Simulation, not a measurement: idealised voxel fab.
Process module in this document: voxel air gaps
In the cross-section labelled cut, the width is 270 nm and each square cell is 5 nm.
If you're reading a cross-section in this doc, picture square cells in a grid; it comes to you as bands, top ones listed first down to the bottom, and a band can be one or more rows of cells. Top height, bottom height, nm. Materials left to right, width each, nm. Single material + "full width" = fills band edge to edge. "air" = empty. Counting heights begins at 0, where everything beneath is, in the wafer as received, one material. The lowest band has no bottom; it goes on downwards, as "0 nm and below" shows. Quick explanation for "30->40": the width changes in equal steps down the rows of cells, from the first number in the band's top row to the second number in its bottom row. When a step is marked "nothing different", none of the cells in the cross-section changed during that step. Basically, "Closed void roster" tells you about the enclosed voids: empty spaces with no open way to the top, 8 cells or bigger, each written width x height at distance, where distance is from the left edge, all in nm. Post-settings text on a step line: simulator's own remark regarding the step. overlay nm: for a step with a mask, the amount by which the mask lay right of where it was planned; a negative amount means left of it.
Set out below are the planned steps of the process
- 1: RECEIVE, material Si
- 2: CONFORMAL_DEP, material SiO2, thk nm 15
- 3: CONFORMAL_DEP, material SiCN, thk nm 5
- 4: DIRECTIONAL_DEP, material lowk, thk nm 30
- 5: PATTERN, tone open, mask id LINES, material resist, width nm 25, pitch nm 50, thk nm 15, overlay nm 0
- 6: DIRECTIONAL_ETCH, etch materials lowk, depth nm 30
- 7: STRIP, etch materials resist
- 8: CONFORMAL_DEP, material TiN, thk nm 5
- 9: FILL_DEP, material W, thk nm 5
- 10: CMP, height nm 50
- 11: EPI, material Ru, thk nm 10
- 12: SELECTIVE_ETCH, etch materials lowk, depth nm 40
- 13: CONFORMAL_DEP, material SiCN, thk nm 5
The cross-section here shows the wafer as received, i.e. in its state after step 1
* 0 nm and below  Si full width
* Closed void roster: none
Cross-sectional image of the first of two wafers at the end of the module, the run having proceeded as planned
* 65 nm to 60 nm  55 of air, then 155 of SiCN, then 60 of air
* 60 nm to 50 nm  55 of air, then 5 of SiCN, then 45 of Ru, then 5 of SiCN, then 45 of Ru, then 5 of SiCN, then 45 of Ru, then 5 of SiCN, then 60 of air
* 50 nm to 45 nm  55 of air, then 15 of SiCN, then 5 of TiN, then 15 of W, then 5 of TiN, then 25 of SiCN, then 5 of TiN, then 15 of W, then 5 of TiN, then 25 of SiCN, then 5 of TiN, then 15 of W, then 5 of TiN, then 15 of SiCN, then 60 of air
* 45 nm to 25 nm  65 of air, then 5 of SiCN, then 5 of TiN, then 15 of W, then 5 of TiN, then 5 of SiCN, then 15 of air, then 5 of SiCN, then 5 of TiN, then 15 of W, then 5 of TiN, then 5 of SiCN, then 15 of air, then 5 of SiCN, then 5 of TiN, then 15 of W, then 5 of TiN, then 5 of SiCN, then 70 of air
* 25 nm to 20 nm  70 of SiCN, then 25 of TiN, then 25 of SiCN, then 25 of TiN, then 25 of SiCN, then 25 of TiN, then 75 of SiCN
* 20 nm to 15 nm  SiCN full width
* 15 nm to 0 nm  SiO2 full width
* 0 nm and below  Si full width
* Closed void roster: 15 x 20 at 100; 15 x 20 at 150
Second wafer of the two, sectioned at the end of the module. It began like the first and followed the same plan, but one mistake was made while running it
* 65 nm to 60 nm  50 of air, then 155 of SiCN, then 65 of air
* 60 nm to 50 nm  50 of air, then 5 of SiCN, then 45 of Ru, then 5 of SiCN, then 45 of Ru, then 5 of SiCN, then 45 of Ru, then 5 of SiCN, then 65 of air
* 50 nm to 45 nm  50 of air, then 15 of SiCN, then 5 of TiN, then 15 of W, then 5 of TiN, then 25 of SiCN, then 5 of TiN, then 15 of W, then 5 of TiN, then 25 of SiCN, then 5 of TiN, then 15 of W, then 5 of TiN, then 15 of SiCN, then 65 of air
* 45 nm to 25 nm  60 of air, then 5 of SiCN, then 5 of TiN, then 15 of W, then 5 of TiN, then 5 of SiCN, then 15 of air, then 5 of SiCN, then 5 of TiN, then 15 of W, then 5 of TiN, then 5 of SiCN, then 15 of air, then 5 of SiCN, then 5 of TiN, then 15 of W, then 5 of TiN, then 5 of SiCN, then 75 of air
* 25 nm to 20 nm  65 of SiCN, then 25 of TiN, then 25 of SiCN, then 25 of TiN, then 25 of SiCN, then 25 of TiN, then 80 of SiCN
* 20 nm to 15 nm  SiCN full width
* 15 nm to 0 nm  SiO2 full width
* 0 nm and below  Si full width
* Closed void roster: 15 x 20 at 95; 15 x 20 at 145
Finding, execution versus plan: it should be noted that step 5 was executed with settings other than those planned, the operation and settings actually applied being PATTERN, tone open, mask id LINES, material resist, width nm 25, pitch nm 50, thk nm 15, overlay nm -5
At the end, the second wafer has the same number of cells of each material as the first, but those cells sit in other places.
